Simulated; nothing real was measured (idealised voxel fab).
process module | voxel capacitor over wiring
cross-section cut | 285 nm wide | cells 5 nm
A cross-section is a grid of square cells, given in bands from the top down. A band is one or more rows of cells.
Each band's line starts with the height of the band's top and of its bottom, in nm. Then come its materials from left to right, each with its width in nm. One material with "throughout" fills the band from edge to edge. "air" is empty space.
Height 0 is the level under which the wafer as received is all one material. The lowest band goes on downwards, as in "0 down".
A width such as "30 to 40" changes by the same amount from each row of cells to the next, from the band's top row to its bottom row.
"no change" after a step means that no cell of the cross-section changed.
closed voids: empty space of 8 cells or more with no open way to the top, each as width x height at its distance from the left edge, in nm
after a step's settings: what the simulator itself notes on the step
overlay nm, on a step with a mask: how far to the right of its planned place the mask lay; to the left if negative
plan
1 op RECEIVE | material Si
2 op CONFORMAL_DEP | material SiO2 | thk nm 15
3 op DIRECTIONAL_DEP | material TiN | thk nm 5
4 op DIRECTIONAL_DEP | material Ru | thk nm 20
5 op PATTERN | tone cover | mask id METAL_1 | material resist | width nm 30 | pitch nm 100 | thk nm 20 | overlay nm 0
6 op DIRECTIONAL_ETCH | etch materials Ru | depth nm 20
7 op DIRECTIONAL_ETCH | etch materials TiN | depth nm 5
8 op STRIP | etch materials resist
9 op FILL_DEP | material SiO2 | thk nm 10
10 op CMP | height nm 40
11 op CONFORMAL_DEP | material SiCN | thk nm 5
12 op DIRECTIONAL_DEP | material lowk | thk nm 15
13 op DIRECTIONAL_DEP | material aC | thk nm 15
14 op PATTERN | tone open | mask id PLUG_1 | material resist | width nm 15 | thk nm 30 | overlay nm 0
15 op DIRECTIONAL_ETCH | etch materials aC | depth nm 15
16 op STRIP | etch materials resist
17 op DIRECTIONAL_ETCH | etch materials lowk | depth nm 15
18 op DIRECTIONAL_ETCH | etch materials SiCN | depth nm 5
19 op STRIP | etch materials aC
20 op EPI | material Ru | thk nm 10
21 op EPI | material Ru | thk nm 10
22 op DIRECTIONAL_DEP | material TiN | thk nm 10
23 op DIRECTIONAL_DEP | material Al2O3 | thk nm 5
24 op DIRECTIONAL_DEP | material TiN | thk nm 5
25 op PATTERN | tone cover | mask id UPPER_PLATE | material resist | width nm 75 | thk nm 15 | overlay nm 0
26 op DIRECTIONAL_ETCH | etch materials TiN | depth nm 5
27 op DIRECTIONAL_ETCH | etch materials Al2O3 | depth nm 5
28 op STRIP | etch materials resist
29 op MASKED_ETCH | tone cover | mask id LOWER_PLATE | width nm 85 | etch materials TiN | depth nm 10 | overlay nm 0
30 op FILL_DEP | material SiO2 | thk nm 20
31 op CMP | height nm 95
32 op MASKED_ETCH | tone open | mask id PLUG_2 | width nm 15 | etch materials SiO2 | depth nm 15 | overlay nm 0
33 op CONFORMAL_DEP | material TiN | thk nm 5
34 op FILL_DEP | material Ru | thk nm 10
35 op CMP | height nm 95
36 op CONFORMAL_DEP | material SiN | thk nm 5
as received, after step 1
  0 down: Si throughout
  closed voids: none
a wafer at the end: this start, this plan, one mistake
  100 to 95: SiN throughout
  95 to 85: SiO2 100 to 90 | TiN 15 to 25 | SiO2 170
  85 to 80: SiO2 90 | Al2O3 25 | SiO2 170
  80 to 75: SiO2 85 | TiN 80 | SiO2 120
  75 to 70: SiO2 85 | TiN 30 | Al2O3 50 | SiO2 120
  70 to 60: SiO2 80 | Ru 35 | TiN 55 | SiO2 115
  60 to 45: lowk 90 | Ru 15 | lowk 180
  45 to 40: SiCN 90 | Ru 15 | SiCN 180
  40 to 20: SiO2 75 | Ru 30 | SiO2 70 | Ru 30 | SiO2 80
  20 to 15: SiO2 75 | TiN 30 | SiO2 70 | TiN 30 | SiO2 80
  15 to 0: SiO2 throughout
  0 down: Si throughout
  closed voids: none
what went wrong: one of the steps 20 and 21, which are alike, was run twice
